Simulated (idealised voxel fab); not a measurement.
process module | voxel self aligned vias
The cross-section on display is named cut; it measures 255 nm wide, and its cells are 5 nm squares.
For the purposes of this document, a cross-section shall be understood as a grid of square cells, specified as bands listed in top-to-bottom order, each band consisting of one or more rows of cells.
Top height, bottom height, nm. Materials left to right, width each, nm. Single material + "everywhere" = fills band edge to edge. "blank" = empty.
All heights in this document are referenced to 0, defined as the level beneath which the wafer, as received, consists entirely of one material. The lowest band is not bounded below; it extends indefinitely downward and is written in the form "from 0 down".
A width given as "30 to 40" starts at the first number in the band's top row and ends at the second number in its bottom row, shifting by an equal amount at every step from row to row.
Take "no alteration" at face value: in the step it is given for, the cross-section changed in none of its cells.
What "Enclosed void listing" gives you is every empty space of 8 cells or more that is cut off from the top. Each appears as width x height at distance, with the distance taken from the left edge and width, height and distance all in nm.
Anything after a step's settings on that line? It's the simulator's own note about the step.
You can add "overlay nm" to a step's line. For a step with a mask, it describes how far the mask lay to the right of its planned position, and a negative number describes a lay to the left.

### The planned process steps are enumerated hereunder
1) RECEIVE (material Si)
2) CONFORMAL_DEP (material SiO2; thk nm 10)
3) CONFORMAL_DEP (material SiCN; thk nm 5)
4) DIRECTIONAL_DEP (material lowk; thk nm 25)
5) DIRECTIONAL_DEP (material aC; thk nm 10)
6) PATTERN (tone open; mask id LINES; material resist; width nm 25; pitch nm 65; thk nm 25; overlay nm 0)
7) DIRECTIONAL_ETCH (etch materials aC; depth nm 10)
8) STRIP (etch materials resist)
9) DIRECTIONAL_ETCH (etch materials lowk; depth nm 25)
10) STRIP (etch materials aC)
11) CONFORMAL_DEP (material TiN; thk nm 5)
12) FILL_DEP (material W; thk nm 10)
13) CMP (height nm 40)
14) SELECTIVE_ETCH (etch materials W Ru TiN; depth nm 5)
15) FILL_DEP (material SiN; thk nm 5)
16) CMP (height nm 40)
17) DIRECTIONAL_DEP (material lowk; thk nm 15)
18) MASKED_ETCH (tone open; mask id VIAS; width nm 45; pitch nm 130; etch materials lowk; depth nm 15; overlay nm 0)
19) MASKED_ETCH (tone open; mask id VIAS; width nm 45; pitch nm 130; etch materials SiN; depth nm 5; overlay nm 0)
20) CONFORMAL_DEP (material TiN; thk nm 5)
21) FILL_DEP (material Ru; thk nm 5)
22) CMP (height nm 55)
23) CONFORMAL_DEP (material SiN; thk nm 5)

### First of two wafers, with the run carried out as planned

### Wafer at receipt (post step 1), cross-section
- from 0 down  Si everywhere
- Enclosed void listing: none

### after step 2
- from 10 to 0  SiO2 everywhere
- No changes below 0.

### after step 3
- from 15 to 10  SiCN everywhere
- No changes below 10.

### after step 4
- from 40 to 15  lowk everywhere
- No changes below 15.

### after step 5
- from 50 to 40  aC everywhere
- No changes below 40.

### after step 6
- from 75 to 50  resist 50, then blank 25, then resist 40, then blank 25, then resist 40, then blank 25, then resist 50
- No changes below 50.

### after step 7
- from 65 to 50  resist 50, then blank 25, then resist 40, then blank 25, then resist 40, then blank 25, then resist 50
- from 50 to 40  aC 50, then blank 25, then aC 40, then blank 25, then aC 40, then blank 25, then aC 50
- No changes below 40.

### after step 8
- from 50 to 40  aC 50, then blank 25, then aC 40, then blank 25, then aC 40, then blank 25, then aC 50
- No changes below 40.

### after step 9
- from 50 to 40  aC 50, then blank 25, then aC 40, then blank 25, then aC 40, then blank 25, then aC 50
- from 40 to 15  lowk 50, then blank 25, then lowk 40, then blank 25, then lowk 40, then blank 25, then lowk 50
- No changes below 15.

### after step 10
- from 40 to 15  lowk 50, then blank 25, then lowk 40, then blank 25, then lowk 40, then blank 25, then lowk 50
- No changes below 15.

### after step 11
- from 45 to 40  TiN 55, then blank 15, then TiN 50, then blank 15, then TiN 50, then blank 15, then TiN 55
- from 40 to 20  lowk 50, then TiN 5, then blank 15, then TiN 5, then lowk 40, then TiN 5, then blank 15, then TiN 5, then lowk 40, then TiN 5, then blank 15, then TiN 5, then lowk 50
- from 20 to 15  lowk 50, then TiN 25, then lowk 40, then TiN 25, then lowk 40, then TiN 25, then lowk 50
- No changes below 15.

### after step 12
- from 55 to 45  W everywhere
- from 45 to 40  TiN 55, then W 15, then TiN 50, then W 15, then TiN 50, then W 15, then TiN 55
- from 40 to 20  lowk 50, then TiN 5, then W 15, then TiN 5, then lowk 40, then TiN 5, then W 15, then TiN 5, then lowk 40, then TiN 5, then W 15, then TiN 5, then lowk 50
- No changes below 20.

### after step 13
- from 40 to 20  lowk 50, then TiN 5, then W 15, then TiN 5, then lowk 40, then TiN 5, then W 15, then TiN 5, then lowk 40, then TiN 5, then W 15, then TiN 5, then lowk 50
- No changes below 20.

### after step 14
- from 40 to 35  lowk 50, then blank 25, then lowk 40, then blank 25, then lowk 40, then blank 25, then lowk 50
- No changes below 35.

### after step 15
- from 45 to 40  SiN everywhere
- from 40 to 35  lowk 50, then SiN 25, then lowk 40, then SiN 25, then lowk 40, then SiN 25, then lowk 50
- No changes below 35.

### after step 16
- from 40 to 35  lowk 50, then SiN 25, then lowk 40, then SiN 25, then lowk 40, then SiN 25, then lowk 50
- No changes below 35.

### after step 17
- from 55 to 40  lowk everywhere
- No changes below 40.

### after step 18
- from 55 to 40  lowk 40, then blank 45, then lowk 85, then blank 45, then lowk 40
- No changes below 40.

### after step 19
- from 55 to 40  lowk 40, then blank 45, then lowk 85, then blank 45, then lowk 40
- from 40 to 35  lowk 50, then blank 25, then lowk 40, then SiN 25, then lowk 40, then blank 25, then lowk 50
- No changes below 35.

### after step 20
- from 60 to 55  TiN 45, then blank 35, then TiN 95, then blank 35, then TiN 45
- from 55 to 45  lowk 40, then TiN 5, then blank 35, then TiN 5, then lowk 85, then TiN 5, then blank 35, then TiN 5, then lowk 40
- from 45 to 40  lowk 40, then TiN 15, then blank 15, then TiN 15, then lowk 85, then TiN 15, then blank 15, then TiN 15, then lowk 40
- from 40 to 35  lowk 50, then TiN 25, then lowk 40, then SiN 25, then lowk 40, then TiN 25, then lowk 50
- No changes below 35.

### after step 21
- from 65 to 60  Ru everywhere
- from 60 to 55  TiN 45, then Ru 35, then TiN 95, then Ru 35, then TiN 45
- from 55 to 45  lowk 40, then TiN 5, then Ru 35, then TiN 5, then lowk 85, then TiN 5, then Ru 35, then TiN 5, then lowk 40
- from 45 to 40  lowk 40, then TiN 15, then Ru 15, then TiN 15, then lowk 85, then TiN 15, then Ru 15, then TiN 15, then lowk 40
- No changes below 40.

### after step 22
- from 55 to 45  lowk 40, then TiN 5, then Ru 35, then TiN 5, then lowk 85, then TiN 5, then Ru 35, then TiN 5, then lowk 40
- No changes below 45.

### after step 23
- from 60 to 55  SiN everywhere
- No changes below 55.

### Wafer two. Same start, same plan, one slip in execution. Same as wafer one through step 17, inclusive

### Planned end of step 18: second wafer, cross-section
- from 55 to 40  lowk 30, then blank 45, then lowk 85, then blank 45, then lowk 50
- No changes below 40.

### Planned end of step 19: second wafer, cross-section
- from 55 to 40  lowk 30, then blank 45, then lowk 85, then blank 45, then lowk 50
- from 40 to 35  lowk 50, then blank 25, then lowk 40, then SiN 25, then lowk 40, then blank 25, then lowk 50
- No changes below 35.

### Planned end of step 20: second wafer, cross-section
- from 60 to 55  TiN 35, then blank 35, then TiN 95, then blank 35, then TiN 55
- from 55 to 45  lowk 30, then TiN 5, then blank 35, then TiN 5, then lowk 85, then TiN 5, then blank 35, then TiN 5, then lowk 50
- from 45 to 40  lowk 30, then TiN 25, then blank 15, then TiN 5, then lowk 85, then TiN 25, then blank 15, then TiN 5, then lowk 50
- from 40 to 35  lowk 50, then TiN 25, then lowk 40, then SiN 25, then lowk 40, then TiN 25, then lowk 50
- No changes below 35.

### Planned end of step 21: second wafer, cross-section
- from 65 to 60  Ru everywhere
- from 60 to 55  TiN 35, then Ru 35, then TiN 95, then Ru 35, then TiN 55
- from 55 to 45  lowk 30, then TiN 5, then Ru 35, then TiN 5, then lowk 85, then TiN 5, then Ru 35, then TiN 5, then lowk 50
- from 45 to 40  lowk 30, then TiN 25, then Ru 15, then TiN 5, then lowk 85, then TiN 25, then Ru 15, then TiN 5, then lowk 50
- No changes below 40.

### Planned end of step 22: second wafer, cross-section
- from 55 to 45  lowk 30, then TiN 5, then Ru 35, then TiN 5, then lowk 85, then TiN 5, then Ru 35, then TiN 5, then lowk 50
- No changes below 45.

### Planned end of step 23: second wafer, cross-section
- from 60 to 55  SiN everywhere
- No changes below 55.
Deviation noted in wafer processing: planned and actual differ for step 18; actual: MASKED_ETCH (tone open; mask id VIAS; width nm 45; pitch nm 130; etch materials lowk; depth nm 15; overlay nm -10)
At the end, each material covers as many cells on the second wafer as it does on the first, though the cells it covers are elsewhere.
